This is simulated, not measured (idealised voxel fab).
Process module, titled voxel gate over fins
Cross-section cut: width 185 nm, square cells of 5 nm.
Cross-section, as written here: a square-cell grid given band by band from the top down, where a band holds one or more rows of cells. Basically the band line says how high the top is and how high the bottom is, in nm, and then what's in it from left to right, every material with its width in nm. Empty space shows up as "empty", and if a single material carries "throughout" it runs the full band edge to edge. All heights in this document are referenced to 0, defined as the level beneath which the wafer, as received, consists entirely of one material. The lowest band is not bounded below; it extends indefinitely downward and is written in the form "0 -> down". Per-row width for "30..40": begins at first number (top row of band), ends at second number (bottom row), increment between rows held constant. Given "remained unchanged" for a step, no cell of the cross-section differs between before and after that step. So "Sealed void list" is basically the list of trapped voids: any empty space of 8 cells or more that can't reach the top through an opening. They're written width x height at distance, the distance being from the left edge, and it's all nm. Whatever follows a step's settings on its line is a remark the simulator itself makes about that step. The "overlay nm" setting may appear on a step's line; for a step that uses a mask, it gives how far to the right of its planned position the mask lay, and a negative value indicates the left.

This section lists the process steps that were planned
1) RECEIVE: material Si
2) CONFORMAL_DEP: material SiN, thk nm 5
3) DIRECTIONAL_DEP: material aC, thk nm 15
4) PATTERN: tone cover, mask id FINS, material resist, width nm 15, pitch nm 35, thk nm 30, overlay nm 0
5) DIRECTIONAL_ETCH: etch materials aC, depth nm 15
6) STRIP: etch materials resist
7) DIRECTIONAL_ETCH: etch materials SiN, depth nm 5
8) DIRECTIONAL_ETCH: etch materials Si, depth nm 30
9) STRIP: etch materials aC
10) OXIDIZE: depth nm 5
11) FILL_DEP: material SiO2, thk nm 15
12) CMP: height nm 5
13) SELECTIVE_ETCH: etch materials SiO2, depth nm 15
14) STRIP: etch materials SiN
15) CONFORMAL_DEP: material HfO2, thk nm 5
16) CONFORMAL_DEP: material TiN, thk nm 5
17) CONFORMAL_DEP: material TiAl, thk nm 5
18) CONFORMAL_DEP: material TiN, thk nm 5
19) FILL_DEP: material W, thk nm 10
20) CMP: height nm 25
21) CONFORMAL_DEP: material SiCN, thk nm 5

Cross-section of the wafer at receipt, which is the condition after step 1
> 0 -> down  Si throughout
> Sealed void list: none

Cross-sectional image of the first of two wafers at the end of the module, the run having proceeded as planned
> 30 -> 25  SiCN throughout
> 25 -> 20  W throughout
> 20 -> 15  15 of W, 150 of TiN, 20 of W
> 15 -> 10  15 of W, 5 of TiN, 140 of TiAl, 5 of TiN, 20 of W
> 10 -> 5  20 of TiN, 5 of TiAl, 25 of TiN, 10 of TiAl, 25 of TiN, 10 of TiAl, 25 of TiN, 10 of TiAl, 25 of TiN, 5 of TiAl, 25 of TiN
> 5 -> 0  25 of TiAl, 5 of TiN, 15 of HfO2, 5 of TiN, 10 of TiAl, 5 of TiN, 15 of HfO2, 5 of TiN, 10 of TiAl, 5 of TiN, 15 of HfO2, 5 of TiN, 10 of TiAl, 5 of TiN, 15 of HfO2, 5 of TiN, 30 of TiAl
> 0 -> -5  30 of TiN, 5 of HfO2, 5 of Si, 5 of HfO2, 20 of TiN, 5 of HfO2, 5 of Si, 5 of HfO2, 20 of TiN, 5 of HfO2, 5 of Si, 5 of HfO2, 20 of TiN, 5 of HfO2, 5 of Si, 5 of HfO2, 35 of TiN
> -5 -> -10  35 of HfO2, 5 of Si, 30 of HfO2, 5 of Si, 30 of HfO2, 5 of Si, 30 of HfO2, 5 of Si, 40 of HfO2
> -10 -> -35  35 of SiO2, 5 of Si, 30 of SiO2, 5 of Si, 30 of SiO2, 5 of Si, 30 of SiO2, 5 of Si, 40 of SiO2
> -35 -> down  Si throughout
> Sealed void list: none

Second wafer of the two, sectioned at the end of the module. It began like the first and followed the same plan, but one mistake was made while running it
> 30 -> 25  SiCN throughout
> 25 -> 20  W throughout
> 20 -> 15  TiN throughout
> 15 -> 10  TiAl throughout
> 10 -> 5  35 of TiN, 5 of TiAl, 30 of TiN, 5 of TiAl, 30 of TiN, 5 of TiAl, 30 of TiN, 5 of TiAl, 40 of TiN
> 5 -> 0  30 of HfO2, 5 of TiN, 5 of TiAl, 5 of TiN, 20 of HfO2, 5 of TiN, 5 of TiAl, 5 of TiN, 20 of HfO2, 5 of TiN, 5 of TiAl, 5 of TiN, 20 of HfO2, 5 of TiN, 5 of TiAl, 5 of TiN, 35 of HfO2
> 0 -> -5  25 of Si, 5 of HfO2, 15 of TiN, 5 of HfO2, 10 of Si, 5 of HfO2, 15 of TiN, 5 of HfO2, 10 of Si, 5 of HfO2, 15 of TiN, 5 of HfO2, 10 of Si, 5 of HfO2, 15 of TiN, 5 of HfO2, 30 of Si
> -5 -> -10  25 of Si, 25 of HfO2, 10 of Si, 25 of HfO2, 10 of Si, 25 of HfO2, 10 of Si, 25 of HfO2, 30 of Si
> -10 -> -35  25 of Si, 25 of SiO2, 10 of Si, 25 of SiO2, 10 of Si, 25 of SiO2, 10 of Si, 25 of SiO2, 30 of Si
> -35 -> down  Si throughout
> Sealed void list: none
Which mistake was made when the wafer was run? heads up, step 4 didn't go per plan, it actually ran as PATTERN: tone open, mask id FINS, material resist, width nm 15, pitch nm 35, thk nm 30, overlay nm 0
Final tally in cells, some materials are higher or lower on the second wafer than on the first: +91 Si | -65 SiO2 | -8 TiAl | -4 TiN | -14 W
